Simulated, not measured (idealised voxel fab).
process module | voxel gate over fins
cross-section cut | 240 nm wide | cells 5 nm
A cross-section is a grid of square cells, given in bands from the top down. A band is one or more rows of cells.
Each band's line starts with the height of the band's top and of its bottom, in nm. Then come its materials from left to right, each with its width in nm. One material with "throughout" fills the band from edge to edge. "air" is empty space.
Height 0 is the level under which the wafer as received is all one material. The lowest band goes on downwards, as in "0 down".
A width such as "30 to 40" changes by the same amount from each row of cells to the next, from the band's top row to its bottom row.
"no change" after a step means that no cell of the cross-section changed.
closed voids: empty space of 8 cells or more with no open way to the top, each as width x height at its distance from the left edge, in nm
after a step's settings: what the simulator itself notes on the step
overlay nm, on a step with a mask: how far to the right of its planned place the mask lay; to the left if negative
plan
1 op RECEIVE | material Si
2 op CONFORMAL_DEP | material SiN | thk nm 5
3 op DIRECTIONAL_DEP | material aC | thk nm 15
4 op PATTERN | tone cover | mask id FINS | material resist | width nm 15 | pitch nm 50 | thk nm 35 | overlay nm 0
5 op DIRECTIONAL_ETCH | etch materials aC | depth nm 15
6 op STRIP | etch materials resist
7 op DIRECTIONAL_ETCH | etch materials SiN | depth nm 5
8 op DIRECTIONAL_ETCH | etch materials Si | depth nm 35
9 op STRIP | etch materials aC
10 op OXIDIZE | depth nm 5
11 op FILL_DEP | material SiO2 | thk nm 15
12 op CMP | height nm 5
13 op MASKED_ETCH | tone open | mask id RAIL | width nm 15 | etch materials SiO2 | depth nm 35 | overlay nm 0
14 op CONFORMAL_DEP | material TiN | thk nm 5
15 op FILL_DEP | material W | thk nm 5
16 op CMP | height nm 5
17 op SELECTIVE_ETCH | etch materials W Ru TiN | depth nm 20
18 op FILL_DEP | material SiO2 | thk nm 5
19 op CMP | height nm 5
20 op SELECTIVE_ETCH | etch materials SiO2 | depth nm 15
21 op STRIP | etch materials SiN
22 op CONFORMAL_DEP | material HfO2 | thk nm 5
23 op CONFORMAL_DEP | material TiN | thk nm 5
24 op CONFORMAL_DEP | material TiAl | thk nm 5
25 op CONFORMAL_DEP | material TiN | thk nm 5
26 op FILL_DEP | material W | thk nm 15
27 op CMP | height nm 30
28 op CONFORMAL_DEP | material SiCN | thk nm 5
first wafer, as planned
as received, after step 1
  0 down: Si throughout
  closed voids: none
after step 2
  5 to 0: SiN throughout
  below 0: unchanged
after step 3
  20 to 5: aC throughout
  below 5: unchanged
after step 4
  55 to 20: air 85 | resist 15 | air 35 | resist 15 | air 90
  below 20: unchanged
after step 5
  40 to 20: air 85 | resist 15 | air 35 | resist 15 | air 90
  20 to 5: air 85 | aC 15 | air 35 | aC 15 | air 90
  below 5: unchanged
after step 6
  20 to 5: air 85 | aC 15 | air 35 | aC 15 | air 90
  below 5: unchanged
after step 7
  20 to 5: air 85 | aC 15 | air 35 | aC 15 | air 90
  5 to 0: air 85 | SiN 15 | air 35 | SiN 15 | air 90
  below 0: unchanged
after step 8
  20 to 5: air 85 | aC 15 | air 35 | aC 15 | air 90
  5 to 0: air 85 | SiN 15 | air 35 | SiN 15 | air 90
  0 to -35: air 85 | Si 15 | air 35 | Si 15 | air 90
  below -35: unchanged
after step 9
  5 to 0: air 85 | SiN 15 | air 35 | SiN 15 | air 90
  below 0: unchanged
after step 10
  5 to 0: air 85 | SiN 15 | air 35 | SiN 15 | air 90
  0 to -35: air 85 | SiO2 5 | Si 5 | SiO2 5 | air 35 | SiO2 5 | Si 5 | SiO2 5 | air 90
  -35 to -40: SiO2 90 | Si 5 | SiO2 45 | Si 5 | SiO2 95
  below -40: unchanged
after step 11
  20 to 5: SiO2 throughout
  5 to 0: SiO2 85 | SiN 15 | SiO2 35 | SiN 15 | SiO2 90
  0 to -40: SiO2 90 | Si 5 | SiO2 45 | Si 5 | SiO2 95
  below -40: unchanged
after step 12
  5 to 0: SiO2 85 | SiN 15 | SiO2 35 | SiN 15 | SiO2 90
  below 0: unchanged
after step 13
  5 to 0: SiO2 85 | SiN 15 | SiO2 10 | air 15 | SiO2 10 | SiN 15 | SiO2 90
  0 to -30: SiO2 90 | Si 5 | SiO2 15 | air 15 | SiO2 15 | Si 5 | SiO2 95
  below -30: unchanged
after step 14
  10 to 5: TiN 115 | air 5 | TiN 120
  5 to 0: SiO2 85 | SiN 15 | SiO2 10 | TiN 5 | air 5 | TiN 5 | SiO2 10 | SiN 15 | SiO2 90
  0 to -25: SiO2 90 | Si 5 | SiO2 15 | TiN 5 | air 5 | TiN 5 | SiO2 15 | Si 5 | SiO2 95
  -25 to -30: SiO2 90 | Si 5 | SiO2 15 | TiN 15 | SiO2 15 | Si 5 | SiO2 95
  below -30: unchanged
after step 15
  15 to 10: W throughout
  10 to 5: TiN 115 | W 5 | TiN 120
  5 to 0: SiO2 85 | SiN 15 | SiO2 10 | TiN 5 | W 5 | TiN 5 | SiO2 10 | SiN 15 | SiO2 90
  0 to -25: SiO2 90 | Si 5 | SiO2 15 | TiN 5 | W 5 | TiN 5 | SiO2 15 | Si 5 | SiO2 95
  below -25: unchanged
after step 16
  5 to 0: SiO2 85 | SiN 15 | SiO2 10 | TiN 5 | W 5 | TiN 5 | SiO2 10 | SiN 15 | SiO2 90
  below 0: unchanged
after step 17
  5 to 0: SiO2 85 | SiN 15 | SiO2 10 | air 15 | SiO2 10 | SiN 15 | SiO2 90
  0 to -15: SiO2 90 | Si 5 | SiO2 15 | air 15 | SiO2 15 | Si 5 | SiO2 95
  below -15: unchanged
after step 18
  10 to 5: SiO2 throughout
  5 to 0: SiO2 85 | SiN 15 | SiO2 35 | SiN 15 | SiO2 90
  0 to -15: SiO2 90 | Si 5 | SiO2 45 | Si 5 | SiO2 95
  below -15: unchanged
after step 19
  5 to 0: SiO2 85 | SiN 15 | SiO2 35 | SiN 15 | SiO2 90
  below 0: unchanged
after step 20
  5 to 0: air 85 | SiN 15 | air 35 | SiN 15 | air 90
  0 to -10: air 90 | Si 5 | air 45 | Si 5 | air 95
  below -10: unchanged
after step 21
  0 to -10: air 90 | Si 5 | air 45 | Si 5 | air 95
  below -10: unchanged
after step 22
  5 to 0: air 85 | HfO2 15 | air 35 | HfO2 15 | air 90
  0 to -5: air 85 | HfO2 5 | Si 5 | HfO2 5 | air 35 | HfO2 5 | Si 5 | HfO2 5 | air 90
  -5 to -10: HfO2 90 | Si 5 | HfO2 45 | Si 5 | HfO2 95
  below -10: unchanged
after step 23
  10 to 5: air 80 | TiN 25 | air 25 | TiN 25 | air 85
  5 to 0: air 80 | TiN 5 | HfO2 15 | TiN 5 | air 25 | TiN 5 | HfO2 15 | TiN 5 | air 85
  0 to -5: TiN 85 | HfO2 5 | Si 5 | HfO2 5 | TiN 35 | HfO2 5 | Si 5 | HfO2 5 | TiN 90
  below -5: unchanged
after step 24
  15 to 10: air 75 | TiAl 35 | air 15 | TiAl 35 | air 80
  10 to 5: air 75 | TiAl 5 | TiN 25 | TiAl 5 | air 15 | TiAl 5 | TiN 25 | TiAl 5 | air 80
  5 to 0: TiAl 80 | TiN 5 | HfO2 15 | TiN 5 | TiAl 25 | TiN 5 | HfO2 15 | TiN 5 | TiAl 85
  below 0: unchanged
after step 25
  20 to 15: air 70 | TiN 45 | air 5 | TiN 45 | air 75
  15 to 10: air 70 | TiN 5 | TiAl 35 | TiN 5 | air 5 | TiN 5 | TiAl 35 | TiN 5 | air 75
  10 to 5: TiN 75 | TiAl 5 | TiN 25 | TiAl 5 | TiN 15 | TiAl 5 | TiN 25 | TiAl 5 | TiN 80
  below 5: unchanged
after step 26
  35 to 20: W throughout
  20 to 15: W 70 | TiN 45 | W 5 | TiN 45 | W 75
  15 to 10: W 70 | TiN 5 | TiAl 35 | TiN 5 | W 5 | TiN 5 | TiAl 35 | TiN 5 | W 75
  below 10: unchanged
after step 27
  30 to 20: W throughout
  below 20: unchanged
after step 28
  35 to 30: SiCN throughout
  below 30: unchanged
second wafer: like start, like plan, one mistake. Through step 3 it matches the first wafer
when step 4 should have ended
  55 to 20: air 80 | resist 25 | air 25 | resist 25 | air 85
  below 20: unchanged
when step 5 should have ended
  40 to 20: air 80 | resist 25 | air 25 | resist 25 | air 85
  20 to 5: air 80 | aC 25 | air 25 | aC 25 | air 85
  below 5: unchanged
when step 6 should have ended
  20 to 5: air 80 | aC 25 | air 25 | aC 25 | air 85
  below 5: unchanged
when step 7 should have ended
  20 to 5: air 80 | aC 25 | air 25 | aC 25 | air 85
  5 to 0: air 80 | SiN 25 | air 25 | SiN 25 | air 85
  below 0: unchanged
when step 8 should have ended
  20 to 5: air 80 | aC 25 | air 25 | aC 25 | air 85
  5 to 0: air 80 | SiN 25 | air 25 | SiN 25 | air 85
  0 to -35: air 80 | Si 25 | air 25 | Si 25 | air 85
  below -35: unchanged
when step 9 should have ended
  5 to 0: air 80 | SiN 25 | air 25 | SiN 25 | air 85
  below 0: unchanged
when step 10 should have ended
  5 to 0: air 80 | SiN 25 | air 25 | SiN 25 | air 85
  0 to -35: air 80 | SiO2 5 | Si 15 | SiO2 5 | air 25 | SiO2 5 | Si 15 | SiO2 5 | air 85
  -35 to -40: SiO2 85 | Si 15 | SiO2 35 | Si 15 | SiO2 90
  below -40: unchanged
when step 11 should have ended
  20 to 5: SiO2 throughout
  5 to 0: SiO2 80 | SiN 25 | SiO2 25 | SiN 25 | SiO2 85
  0 to -40: SiO2 85 | Si 15 | SiO2 35 | Si 15 | SiO2 90
  below -40: unchanged
when step 12 should have ended
  5 to 0: SiO2 80 | SiN 25 | SiO2 25 | SiN 25 | SiO2 85
  below 0: unchanged
when step 13 should have ended
  5 to 0: SiO2 80 | SiN 25 | SiO2 5 | air 15 | SiO2 5 | SiN 25 | SiO2 85
  0 to -30: SiO2 85 | Si 15 | SiO2 10 | air 15 | SiO2 10 | Si 15 | SiO2 90
  below -30: unchanged
when step 14 should have ended
  10 to 5: TiN 115 | air 5 | TiN 120
  5 to 0: SiO2 80 | SiN 25 | SiO2 5 | TiN 5 | air 5 | TiN 5 | SiO2 5 | SiN 25 | SiO2 85
  0 to -25: SiO2 85 | Si 15 | SiO2 10 | TiN 5 | air 5 | TiN 5 | SiO2 10 | Si 15 | SiO2 90
  -25 to -30: SiO2 85 | Si 15 | SiO2 10 | TiN 15 | SiO2 10 | Si 15 | SiO2 90
  below -30: unchanged
when step 15 should have ended
  15 to 10: W throughout
  10 to 5: TiN 115 | W 5 | TiN 120
  5 to 0: SiO2 80 | SiN 25 | SiO2 5 | TiN 5 | W 5 | TiN 5 | SiO2 5 | SiN 25 | SiO2 85
  0 to -25: SiO2 85 | Si 15 | SiO2 10 | TiN 5 | W 5 | TiN 5 | SiO2 10 | Si 15 | SiO2 90
  below -25: unchanged
when step 16 should have ended
  5 to 0: SiO2 80 | SiN 25 | SiO2 5 | TiN 5 | W 5 | TiN 5 | SiO2 5 | SiN 25 | SiO2 85
  below 0: unchanged
when step 17 should have ended
  5 to 0: SiO2 80 | SiN 25 | SiO2 5 | air 15 | SiO2 5 | SiN 25 | SiO2 85
  0 to -15: SiO2 85 | Si 15 | SiO2 10 | air 15 | SiO2 10 | Si 15 | SiO2 90
  below -15: unchanged
when step 18 should have ended
  10 to 5: SiO2 throughout
  5 to 0: SiO2 80 | SiN 25 | SiO2 25 | SiN 25 | SiO2 85
  0 to -15: SiO2 85 | Si 15 | SiO2 35 | Si 15 | SiO2 90
  below -15: unchanged
when step 19 should have ended
  5 to 0: SiO2 80 | SiN 25 | SiO2 25 | SiN 25 | SiO2 85
  below 0: unchanged
when step 20 should have ended
  5 to 0: air 80 | SiN 25 | air 25 | SiN 25 | air 85
  0 to -10: air 85 | Si 15 | air 35 | Si 15 | air 90
  below -10: unchanged
when step 21 should have ended
  0 to -10: air 85 | Si 15 | air 35 | Si 15 | air 90
  below -10: unchanged
when step 22 should have ended
  5 to 0: air 80 | HfO2 25 | air 25 | HfO2 25 | air 85
  0 to -5: air 80 | HfO2 5 | Si 15 | HfO2 5 | air 25 | HfO2 5 | Si 15 | HfO2 5 | air 85
  -5 to -10: HfO2 85 | Si 15 | HfO2 35 | Si 15 | HfO2 90
  below -10: unchanged
when step 23 should have ended
  10 to 5: air 75 | TiN 35 | air 15 | TiN 35 | air 80
  5 to 0: air 75 | TiN 5 | HfO2 25 | TiN 5 | air 15 | TiN 5 | HfO2 25 | TiN 5 | air 80
  0 to -5: TiN 80 | HfO2 5 | Si 15 | HfO2 5 | TiN 25 | HfO2 5 | Si 15 | HfO2 5 | TiN 85
  below -5: unchanged
when step 24 should have ended
  15 to 10: air 70 | TiAl 45 | air 5 | TiAl 45 | air 75
  10 to 5: air 70 | TiAl 5 | TiN 35 | TiAl 5 | air 5 | TiAl 5 | TiN 35 | TiAl 5 | air 75
  5 to 0: TiAl 75 | TiN 5 | HfO2 25 | TiN 5 | TiAl 15 | TiN 5 | HfO2 25 | TiN 5 | TiAl 80
  below 0: unchanged
when step 25 should have ended
  20 to 15: air 65 | TiN 105 | air 70
  15 to 10: air 65 | TiN 5 | TiAl 45 | TiN 5 | TiAl 45 | TiN 5 | air 70
  10 to 5: TiN 70 | TiAl 5 | TiN 35 | TiAl 5 | TiN 5 | TiAl 5 | TiN 35 | TiAl 5 | TiN 75
  below 5: unchanged
when step 26 should have ended
  35 to 20: W throughout
  20 to 15: W 65 | TiN 105 | W 70
  15 to 10: W 65 | TiN 5 | TiAl 45 | TiN 5 | TiAl 45 | TiN 5 | W 70
  below 10: unchanged
when step 27 should have ended
  30 to 20: W throughout
  below 20: unchanged
when step 28 should have ended
  35 to 30: SiCN throughout
  below 30: unchanged
what went wrong: step 4 ran as: op PATTERN | tone cover | mask id FINS | material resist | width nm 25 | pitch nm 50 | thk nm 35 | overlay nm 0
at the end the second wafer has, in cells: 32 more of Si | 24 fewer of SiO2 | 2 fewer of TiN | 6 fewer of W
